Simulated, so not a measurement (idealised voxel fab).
process module | voxel air gaps
cross-section cut | 210 nm wide | cells 5 nm
A cross-section is a grid of square cells, given in bands from the top down. A band is one or more rows of cells.
Each band's line starts with the height of the band's top and of its bottom, in nm. Then come its materials from left to right, each with its width in nm. One material with "throughout" fills the band from edge to edge. "air" is empty space.
Height 0 is the level under which the wafer as received is all one material. The lowest band goes on downwards, as in "0 down".
A width such as "30 to 40" changes by the same amount from each row of cells to the next, from the band's top row to its bottom row.
"no change" after a step means that no cell of the cross-section changed.
closed voids: empty space of 8 cells or more with no open way to the top, each as width x height at its distance from the left edge, in nm
after a step's settings: what the simulator itself notes on the step
overlay nm, on a step with a mask: how far to the right of its planned place the mask lay; to the left if negative
plan
1 op RECEIVE | material Si
2 op CONFORMAL_DEP | material SiO2 | thk nm 10
3 op CONFORMAL_DEP | material SiN | thk nm 5
4 op DIRECTIONAL_DEP | material SiO2 | thk nm 30
5 op PATTERN | tone open | mask id LINES | material resist | width nm 20 | pitch nm 45 | thk nm 20 | overlay nm 0
6 op DIRECTIONAL_ETCH | etch materials SiO2 | depth nm 30
7 op STRIP | etch materials resist
8 op CONFORMAL_DEP | material TiN | thk nm 5
9 op FILL_DEP | material Cu | thk nm 10
10 op CMP | height nm 45
11 op EPI | material Ru | thk nm 10
12 op SELECTIVE_ETCH | etch materials SiO2 | depth nm 40
13 op CONFORMAL_DEP | material SiCN | thk nm 5
as received, after step 1
  0 down: Si throughout
  closed voids: none
first wafer at the end, as planned
  60 to 55: air 10 | SiCN 185 | air 15
  55 to 45: air 10 | SiCN 5 | Ru 40 | SiCN 5 | Ru 40 | SiCN 5 | Ru 40 | SiCN 5 | Ru 40 | SiCN 5 | air 15
  45 to 40: air 10 | SiCN 15 | TiN 5 | Cu 10 | TiN 5 | SiCN 25 | TiN 5 | Cu 10 | TiN 5 | SiCN 25 | TiN 5 | Cu 10 | TiN 5 | SiCN 25 | TiN 5 | Cu 10 | TiN 5 | SiCN 15 | air 15
  40 to 20: air 20 | SiCN 5 | TiN 5 | Cu 10 | TiN 5 | SiCN 5 | air 15 | SiCN 5 | TiN 5 | Cu 10 | TiN 5 | SiCN 5 | air 15 | SiCN 5 | TiN 5 | Cu 10 | TiN 5 | SiCN 5 | air 15 | SiCN 5 | TiN 5 | Cu 10 | TiN 5 | SiCN 5 | air 25
  20 to 15: SiCN 25 | TiN 20 | SiCN 25 | TiN 20 | SiCN 25 | TiN 20 | SiCN 25 | TiN 20 | SiCN 30
  15 to 10: SiN throughout
  10 to 0: SiO2 throughout
  0 down: Si throughout
  closed voids: 15 x 20 at 50; 15 x 20 at 95; 15 x 20 at 140
second wafer at the end: like start, like plan, one mistake
  60 to 55: air 15 | SiCN 180 | air 15
  55 to 45: air 15 | SiCN 5 | Ru 35 | SiCN 10 | Ru 35 | SiCN 10 | Ru 35 | SiCN 10 | Ru 35 | SiCN 5 | air 15
  45 to 40: air 15 | SiCN 15 | TiN 5 | Cu 5 | TiN 5 | SiCN 30 | TiN 5 | Cu 5 | TiN 5 | SiCN 30 | TiN 5 | Cu 5 | TiN 5 | SiCN 30 | TiN 5 | Cu 5 | TiN 5 | SiCN 15 | air 15
  40 to 20: air 25 | SiCN 5 | TiN 5 | Cu 5 | TiN 5 | SiCN 5 | air 20 | SiCN 5 | TiN 5 | Cu 5 | TiN 5 | SiCN 5 | air 20 | SiCN 5 | TiN 5 | Cu 5 | TiN 5 | SiCN 5 | air 20 | SiCN 5 | TiN 5 | Cu 5 | TiN 5 | SiCN 5 | air 25
  20 to 15: SiCN 30 | TiN 15 | SiCN 30 | TiN 15 | SiCN 30 | TiN 15 | SiCN 30 | TiN 15 | SiCN 30
  15 to 10: SiN throughout
  10 to 0: SiO2 throughout
  0 down: Si throughout
  closed voids: 20 x 20 at 50; 20 x 20 at 95; 20 x 20 at 140
what went wrong: step 5 ran as: op PATTERN | tone open | mask id LINES | material resist | width nm 15 | pitch nm 45 | thk nm 20 | overlay nm 0
at the end the second wafer has, in cells: 20 fewer of Cu | 8 fewer of Ru | 12 more of SiCN | 4 fewer of TiN
